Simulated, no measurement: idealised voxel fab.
The document below concerns the process module designated voxel wiring stack.
For reference, the cross-section in this document is cut, with width 160 nm and square cells of 5 nm.
If you're reading a cross-section in this doc, picture square cells in a grid; it comes to you as bands, top ones listed first down to the bottom, and a band can be one or more rows of cells. Per band: top height and bottom height in nm, followed by the left-to-right materials and their widths in nm; "throughout" marks a single material spanning edge to edge, "empty" marks empty space. Note: height 0 marks the level under which the wafer is uniformly one material as received. Lowest band unbounded below, written "0 nm and below". With a width like "30->40", each row of cells in the band differs from the next by the same amount, the top row carrying the first number and the bottom row the second. For the purposes of this document, the phrase "remained unchanged" attached to a step denotes that no cell within the cross-section was modified by that step. "Sealed void list" - sealed voids, min. 8 cells, no opening to top; format: width x height at distance (distance from left edge; nm throughout). Text after the settings on a step's line: the simulator's own remark on that step. On any step carrying a mask, the "overlay nm" setting, if present on the step's line, tells how far right of its planned place the mask lay; negative values point to the left.

THE PLANNED PROCESS STEPS ARE ENUMERATED HEREUNDER
1 RECEIVE: material Si
2 CONFORMAL_DEP: material SiO2, thk nm 10
3 CONFORMAL_DEP: material SiN, thk nm 5
4 DIRECTIONAL_DEP: material SiO2, thk nm 20
5 DIRECTIONAL_DEP: material aC, thk nm 15
6 PATTERN: tone open, mask id METAL_1, material resist, width nm 25, pitch nm 45, thk nm 30, overlay nm 0
7 DIRECTIONAL_ETCH: etch materials aC, depth nm 15
8 STRIP: etch materials resist
9 DIRECTIONAL_ETCH: etch materials SiO2, depth nm 20
10 DIRECTIONAL_ETCH: etch materials SiN, depth nm 5
11 STRIP: etch materials aC
12 CONFORMAL_DEP: material TiN, thk nm 5
13 FILL_DEP: material Ru, thk nm 5
14 CMP: height nm 35
15 CONFORMAL_DEP: material SiCN, thk nm 5
16 DIRECTIONAL_DEP: material lowk, thk nm 20
17 DIRECTIONAL_DEP: material aC, thk nm 10
18 PATTERN: tone open, mask id PLUG_1, material resist, width nm 15, thk nm 30, overlay nm 0
19 DIRECTIONAL_ETCH: etch materials aC, depth nm 10
20 STRIP: etch materials resist
21 DIRECTIONAL_ETCH: etch materials lowk, depth nm 20
22 DIRECTIONAL_ETCH: etch materials SiCN, depth nm 5
23 STRIP: etch materials aC
24 EPI: material Ru, thk nm 10
25 EPI: material Ru, thk nm 10
26 EPI: material Ru, thk nm 5
27 DIRECTIONAL_DEP: material TiN, thk nm 5
28 DIRECTIONAL_DEP: material Ru, thk nm 20
29 MASKED_ETCH: tone cover, mask id METAL_2, width nm 25, pitch nm 45, etch materials Ru, depth nm 20, overlay nm 0
30 MASKED_ETCH: tone cover, mask id METAL_2, width nm 25, pitch nm 45, etch materials TiN, depth nm 5, overlay nm 0
31 FILL_DEP: material SiO2, thk nm 10
32 CMP: height nm 85
33 CONFORMAL_DEP: material SiCN, thk nm 5
34 DIRECTIONAL_DEP: material lowk, thk nm 35
35 DIRECTIONAL_DEP: material aC, thk nm 15
36 PATTERN: tone open, mask id METAL_3_HOLES, material resist, width nm 15, thk nm 35, overlay nm 0
37 DIRECTIONAL_ETCH: etch materials aC, depth nm 15
38 STRIP: etch materials resist
39 DIRECTIONAL_ETCH: etch materials lowk, depth nm 35
40 STRIP: etch materials aC
41 PATTERN: tone open, mask id METAL_3, material resist, width nm 25, pitch nm 45, thk nm 20, overlay nm 0
42 DIRECTIONAL_ETCH: etch materials lowk, depth nm 20
43 DIRECTIONAL_ETCH: etch materials SiCN, depth nm 5
44 STRIP: etch materials resist
45 CONFORMAL_DEP: material TiN, thk nm 5
46 FILL_DEP: material Cu, thk nm 10
47 CMP: height nm 125
48 CONFORMAL_DEP: material SiCN, thk nm 5

ACCOUNT OF THE FIRST OF TWO WAFERS, WHICH WAS PROCESSED AS INTENDED

CROSS-SECTION OF THE INCOMING WAFER, STATE AFTER STEP 1
0 nm and below  Si throughout
Sealed void list: none

HOW THE WAFER STANDS IN SECTION AFTER STEP 2
10 nm to 0 nm  SiO2 throughout
Everything below 0 is unchanged.

HOW THE WAFER STANDS IN SECTION AFTER STEP 3
15 nm to 10 nm  SiN throughout
Everything below 10 is unchanged.

HOW THE WAFER STANDS IN SECTION AFTER STEP 4
35 nm to 15 nm  SiO2 throughout
Everything below 15 is unchanged.

HOW THE WAFER STANDS IN SECTION AFTER STEP 5
50 nm to 35 nm  aC throughout
Everything below 35 is unchanged.

HOW THE WAFER STANDS IN SECTION AFTER STEP 6
80 nm to 50 nm  resist 45 nm; empty 25 nm; resist 20 nm; empty 25 nm; resist 45 nm
Everything below 50 is unchanged.

HOW THE WAFER STANDS IN SECTION AFTER STEP 7
65 nm to 50 nm  resist 45 nm; empty 25 nm; resist 20 nm; empty 25 nm; resist 45 nm
50 nm to 35 nm  aC 45 nm; empty 25 nm; aC 20 nm; empty 25 nm; aC 45 nm
Everything below 35 is unchanged.

HOW THE WAFER STANDS IN SECTION AFTER STEP 8
50 nm to 35 nm  aC 45 nm; empty 25 nm; aC 20 nm; empty 25 nm; aC 45 nm
Everything below 35 is unchanged.

HOW THE WAFER STANDS IN SECTION AFTER STEP 9
50 nm to 35 nm  aC 45 nm; empty 25 nm; aC 20 nm; empty 25 nm; aC 45 nm
35 nm to 15 nm  SiO2 45 nm; empty 25 nm; SiO2 20 nm; empty 25 nm; SiO2 45 nm
Everything below 15 is unchanged.

HOW THE WAFER STANDS IN SECTION AFTER STEP 10
50 nm to 35 nm  aC 45 nm; empty 25 nm; aC 20 nm; empty 25 nm; aC 45 nm
35 nm to 15 nm  SiO2 45 nm; empty 25 nm; SiO2 20 nm; empty 25 nm; SiO2 45 nm
15 nm to 10 nm  SiN 45 nm; empty 25 nm; SiN 20 nm; empty 25 nm; SiN 45 nm
Everything below 10 is unchanged.

HOW THE WAFER STANDS IN SECTION AFTER STEP 11
35 nm to 15 nm  SiO2 45 nm; empty 25 nm; SiO2 20 nm; empty 25 nm; SiO2 45 nm
Everything below 15 is unchanged.

HOW THE WAFER STANDS IN SECTION AFTER STEP 12
40 nm to 35 nm  TiN 50 nm; empty 15 nm; TiN 30 nm; empty 15 nm; TiN 50 nm
35 nm to 15 nm  SiO2 45 nm; TiN 5 nm; empty 15 nm; TiN 5 nm; SiO2 20 nm; TiN 5 nm; empty 15 nm; TiN 5 nm; SiO2 45 nm
15 nm to 10 nm  SiN 45 nm; TiN 25 nm; SiN 20 nm; TiN 25 nm; SiN 45 nm
Everything below 10 is unchanged.

HOW THE WAFER STANDS IN SECTION AFTER STEP 13
45 nm to 40 nm  Ru throughout
40 nm to 35 nm  TiN 50 nm; Ru 15 nm; TiN 30 nm; Ru 15 nm; TiN 50 nm
35 nm to 15 nm  SiO2 45 nm; TiN 5 nm; Ru 15 nm; TiN 5 nm; SiO2 20 nm; TiN 5 nm; Ru 15 nm; TiN 5 nm; SiO2 45 nm
Everything below 15 is unchanged.

HOW THE WAFER STANDS IN SECTION AFTER STEP 14
35 nm to 15 nm  SiO2 45 nm; TiN 5 nm; Ru 15 nm; TiN 5 nm; SiO2 20 nm; TiN 5 nm; Ru 15 nm; TiN 5 nm; SiO2 45 nm
Everything below 15 is unchanged.

HOW THE WAFER STANDS IN SECTION AFTER STEP 15
40 nm to 35 nm  SiCN throughout
Everything below 35 is unchanged.

HOW THE WAFER STANDS IN SECTION AFTER STEP 16
60 nm to 40 nm  lowk throughout
Everything below 40 is unchanged.

HOW THE WAFER STANDS IN SECTION AFTER STEP 17
70 nm to 60 nm  aC throughout
Everything below 60 is unchanged.

HOW THE WAFER STANDS IN SECTION AFTER STEP 18
100 nm to 70 nm  resist 45 nm; empty 15 nm; resist 100 nm
Everything below 70 is unchanged.

HOW THE WAFER STANDS IN SECTION AFTER STEP 19
90 nm to 70 nm  resist 45 nm; empty 15 nm; resist 100 nm
70 nm to 60 nm  aC 45 nm; empty 15 nm; aC 100 nm
Everything below 60 is unchanged.

HOW THE WAFER STANDS IN SECTION AFTER STEP 20
70 nm to 60 nm  aC 45 nm; empty 15 nm; aC 100 nm
Everything below 60 is unchanged.

HOW THE WAFER STANDS IN SECTION AFTER STEP 21
70 nm to 60 nm  aC 45 nm; empty 15 nm; aC 100 nm
60 nm to 40 nm  lowk 45 nm; empty 15 nm; lowk 100 nm
Everything below 40 is unchanged.

HOW THE WAFER STANDS IN SECTION AFTER STEP 22
70 nm to 60 nm  aC 45 nm; empty 15 nm; aC 100 nm
60 nm to 40 nm  lowk 45 nm; empty 15 nm; lowk 100 nm
40 nm to 35 nm  SiCN 45 nm; empty 15 nm; SiCN 100 nm
Everything below 35 is unchanged.

HOW THE WAFER STANDS IN SECTION AFTER STEP 23
60 nm to 40 nm  lowk 45 nm; empty 15 nm; lowk 100 nm
Everything below 40 is unchanged.

HOW THE WAFER STANDS IN SECTION AFTER STEP 24
60 nm to 45 nm  lowk 45 nm; empty 15 nm; lowk 100 nm
45 nm to 40 nm  lowk 45 nm; Ru 15 nm; lowk 100 nm
40 nm to 35 nm  SiCN 45 nm; Ru 15 nm; SiCN 100 nm
Everything below 35 is unchanged.

HOW THE WAFER STANDS IN SECTION AFTER STEP 25
60 nm to 55 nm  lowk 45 nm; empty 15 nm; lowk 100 nm
55 nm to 40 nm  lowk 45 nm; Ru 15 nm; lowk 100 nm
Everything below 40 is unchanged.

HOW THE WAFER STANDS IN SECTION AFTER STEP 26
60 nm to 40 nm  lowk 45 nm; Ru 15 nm; lowk 100 nm
Everything below 40 is unchanged.

HOW THE WAFER STANDS IN SECTION AFTER STEP 27
65 nm to 60 nm  TiN throughout
Everything below 60 is unchanged.

HOW THE WAFER STANDS IN SECTION AFTER STEP 28
85 nm to 65 nm  Ru throughout
Everything below 65 is unchanged.

HOW THE WAFER STANDS IN SECTION AFTER STEP 29
85 nm to 65 nm  empty 45 nm; Ru 25 nm; empty 20 nm; Ru 25 nm; empty 45 nm
Everything below 65 is unchanged.

HOW THE WAFER STANDS IN SECTION AFTER STEP 30
85 nm to 65 nm  empty 45 nm; Ru 25 nm; empty 20 nm; Ru 25 nm; empty 45 nm
65 nm to 60 nm  empty 45 nm; TiN 25 nm; empty 20 nm; TiN 25 nm; empty 45 nm
Everything below 60 is unchanged.

HOW THE WAFER STANDS IN SECTION AFTER STEP 31
95 nm to 85 nm  SiO2 throughout
85 nm to 65 nm  SiO2 45 nm; Ru 25 nm; SiO2 20 nm; Ru 25 nm; SiO2 45 nm
65 nm to 60 nm  SiO2 45 nm; TiN 25 nm; SiO2 20 nm; TiN 25 nm; SiO2 45 nm
Everything below 60 is unchanged.

HOW THE WAFER STANDS IN SECTION AFTER STEP 32
85 nm to 65 nm  SiO2 45 nm; Ru 25 nm; SiO2 20 nm; Ru 25 nm; SiO2 45 nm
Everything below 65 is unchanged.

HOW THE WAFER STANDS IN SECTION AFTER STEP 33
90 nm to 85 nm  SiCN throughout
Everything below 85 is unchanged.

HOW THE WAFER STANDS IN SECTION AFTER STEP 34
125 nm to 90 nm  lowk throughout
Everything below 90 is unchanged.

HOW THE WAFER STANDS IN SECTION AFTER STEP 35
140 nm to 125 nm  aC throughout
Everything below 125 is unchanged.

HOW THE WAFER STANDS IN SECTION AFTER STEP 36
175 nm to 140 nm  resist 45 nm; empty 15 nm; resist 100 nm
Everything below 140 is unchanged.

HOW THE WAFER STANDS IN SECTION AFTER STEP 37
160 nm to 140 nm  resist 45 nm; empty 15 nm; resist 100 nm
140 nm to 125 nm  aC 45 nm; empty 15 nm; aC 100 nm
Everything below 125 is unchanged.

HOW THE WAFER STANDS IN SECTION AFTER STEP 38
140 nm to 125 nm  aC 45 nm; empty 15 nm; aC 100 nm
Everything below 125 is unchanged.

HOW THE WAFER STANDS IN SECTION AFTER STEP 39
140 nm to 125 nm  aC 45 nm; empty 15 nm; aC 100 nm
125 nm to 90 nm  lowk 45 nm; empty 15 nm; lowk 100 nm
Everything below 90 is unchanged.

HOW THE WAFER STANDS IN SECTION AFTER STEP 40
125 nm to 90 nm  lowk 45 nm; empty 15 nm; lowk 100 nm
Everything below 90 is unchanged.

HOW THE WAFER STANDS IN SECTION AFTER STEP 41
145 nm to 125 nm  resist 45 nm; empty 25 nm; resist 20 nm; empty 25 nm; resist 45 nm
Everything below 125 is unchanged.

HOW THE WAFER STANDS IN SECTION AFTER STEP 42
145 nm to 125 nm  resist 45 nm; empty 25 nm; resist 20 nm; empty 25 nm; resist 45 nm
125 nm to 105 nm  lowk 45 nm; empty 25 nm; lowk 20 nm; empty 25 nm; lowk 45 nm
Everything below 105 is unchanged.

HOW THE WAFER STANDS IN SECTION AFTER STEP 43
145 nm to 125 nm  resist 45 nm; empty 25 nm; resist 20 nm; empty 25 nm; resist 45 nm
125 nm to 105 nm  lowk 45 nm; empty 25 nm; lowk 20 nm; empty 25 nm; lowk 45 nm
105 nm to 90 nm  lowk 45 nm; empty 15 nm; lowk 100 nm
90 nm to 85 nm  SiCN 45 nm; empty 15 nm; SiCN 100 nm
Everything below 85 is unchanged.

HOW THE WAFER STANDS IN SECTION AFTER STEP 44
125 nm to 105 nm  lowk 45 nm; empty 25 nm; lowk 20 nm; empty 25 nm; lowk 45 nm
Everything below 105 is unchanged.

HOW THE WAFER STANDS IN SECTION AFTER STEP 45
130 nm to 125 nm  TiN 50 nm; empty 15 nm; TiN 30 nm; empty 15 nm; TiN 50 nm
125 nm to 110 nm  lowk 45 nm; TiN 5 nm; empty 15 nm; TiN 5 nm; lowk 20 nm; TiN 5 nm; empty 15 nm; TiN 5 nm; lowk 45 nm
110 nm to 105 nm  lowk 45 nm; TiN 5 nm; empty 5 nm; TiN 15 nm; lowk 20 nm; TiN 25 nm; lowk 45 nm
105 nm to 90 nm  lowk 45 nm; TiN 5 nm; empty 5 nm; TiN 5 nm; lowk 100 nm
90 nm to 85 nm  SiCN 45 nm; TiN 15 nm; SiCN 100 nm
Everything below 85 is unchanged.

HOW THE WAFER STANDS IN SECTION AFTER STEP 46
140 nm to 130 nm  Cu throughout
130 nm to 125 nm  TiN 50 nm; Cu 15 nm; TiN 30 nm; Cu 15 nm; TiN 50 nm
125 nm to 110 nm  lowk 45 nm; TiN 5 nm; Cu 15 nm; TiN 5 nm; lowk 20 nm; TiN 5 nm; Cu 15 nm; TiN 5 nm; lowk 45 nm
110 nm to 105 nm  lowk 45 nm; TiN 5 nm; Cu 5 nm; TiN 15 nm; lowk 20 nm; TiN 25 nm; lowk 45 nm
105 nm to 90 nm  lowk 45 nm; TiN 5 nm; Cu 5 nm; TiN 5 nm; lowk 100 nm
Everything below 90 is unchanged.

HOW THE WAFER STANDS IN SECTION AFTER STEP 47
125 nm to 110 nm  lowk 45 nm; TiN 5 nm; Cu 15 nm; TiN 5 nm; lowk 20 nm; TiN 5 nm; Cu 15 nm; TiN 5 nm; lowk 45 nm
Everything below 110 is unchanged.

HOW THE WAFER STANDS IN SECTION AFTER STEP 48
130 nm to 125 nm  SiCN throughout
Everything below 125 is unchanged.

THE SECOND WAFER BEGAN EXACTLY AS THE FIRST DID AND FOLLOWED THE SAME PLAN, BUT ONE MISTAKE WAS MADE WHILE RUNNING IT; THROUGH STEP 40 INCLUSIVE, THE TWO WAFERS ARE IDENTICAL

LOOK AT THE SECOND WAFER IN CROSS-SECTION AT THE TIME STEP 41 OUGHT TO HAVE FINISHED
145 nm to 125 nm  empty 45 nm; resist 25 nm; empty 20 nm; resist 25 nm; empty 45 nm
125 nm to 90 nm  lowk 45 nm; resist 15 nm; lowk 100 nm
Everything below 90 is unchanged.

LOOK AT THE SECOND WAFER IN CROSS-SECTION AT THE TIME STEP 42 OUGHT TO HAVE FINISHED
145 nm to 125 nm  empty 45 nm; resist 25 nm; empty 20 nm; resist 25 nm; empty 45 nm
125 nm to 105 nm  empty 45 nm; resist 15 nm; lowk 10 nm; empty 20 nm; lowk 25 nm; empty 45 nm
Everything below 105 is unchanged.

Look at the second wafer in cross-section at the time step 43 ought to have finished: remained unchanged

LOOK AT THE SECOND WAFER IN CROSS-SECTION AT THE TIME STEP 44 OUGHT TO HAVE FINISHED
125 nm to 105 nm  empty 60 nm; lowk 10 nm; empty 20 nm; lowk 25 nm; empty 45 nm
105 nm to 90 nm  lowk 45 nm; empty 15 nm; lowk 100 nm
Everything below 90 is unchanged.

LOOK AT THE SECOND WAFER IN CROSS-SECTION AT THE TIME STEP 45 OUGHT TO HAVE FINISHED
130 nm to 125 nm  empty 55 nm; TiN 20 nm; empty 10 nm; TiN 35 nm; empty 40 nm
125 nm to 110 nm  empty 55 nm; TiN 5 nm; lowk 10 nm; TiN 5 nm; empty 10 nm; TiN 5 nm; lowk 25 nm; TiN 5 nm; empty 40 nm
110 nm to 105 nm  TiN 50 nm; empty 5 nm; TiN 5 nm; lowk 10 nm; TiN 20 nm; lowk 25 nm; TiN 45 nm
105 nm to 95 nm  lowk 45 nm; TiN 5 nm; empty 5 nm; TiN 5 nm; lowk 100 nm
95 nm to 90 nm  lowk 45 nm; TiN 15 nm; lowk 100 nm
Everything below 90 is unchanged.

LOOK AT THE SECOND WAFER IN CROSS-SECTION AT THE TIME STEP 46 OUGHT TO HAVE FINISHED
140 nm to 130 nm  Cu throughout
130 nm to 125 nm  Cu 55 nm; TiN 20 nm; Cu 10 nm; TiN 35 nm; Cu 40 nm
125 nm to 110 nm  Cu 55 nm; TiN 5 nm; lowk 10 nm; TiN 5 nm; Cu 10 nm; TiN 5 nm; lowk 25 nm; TiN 5 nm; Cu 40 nm
110 nm to 105 nm  TiN 50 nm; Cu 5 nm; TiN 5 nm; lowk 10 nm; TiN 20 nm; lowk 25 nm; TiN 45 nm
105 nm to 95 nm  lowk 45 nm; TiN 5 nm; Cu 5 nm; TiN 5 nm; lowk 100 nm
Everything below 95 is unchanged.

LOOK AT THE SECOND WAFER IN CROSS-SECTION AT THE TIME STEP 47 OUGHT TO HAVE FINISHED
125 nm to 110 nm  Cu 55 nm; TiN 5 nm; lowk 10 nm; TiN 5 nm; Cu 10 nm; TiN 5 nm; lowk 25 nm; TiN 5 nm; Cu 40 nm
Everything below 110 is unchanged.

LOOK AT THE SECOND WAFER IN CROSS-SECTION AT THE TIME STEP 48 OUGHT TO HAVE FINISHED
130 nm to 125 nm  SiCN throughout
Everything below 125 is unchanged.
The plan and the run diverged here: in deviation from the planned setting, step 41 was conducted as PATTERN: tone cover, mask id METAL_3, material resist, width nm 25, pitch nm 45, thk nm 20, overlay nm 0
FYI, end of process, the second wafer has more or fewer cells of some materials than the first: Cu +44 | SiCN +3 | TiN +13 | lowk -60
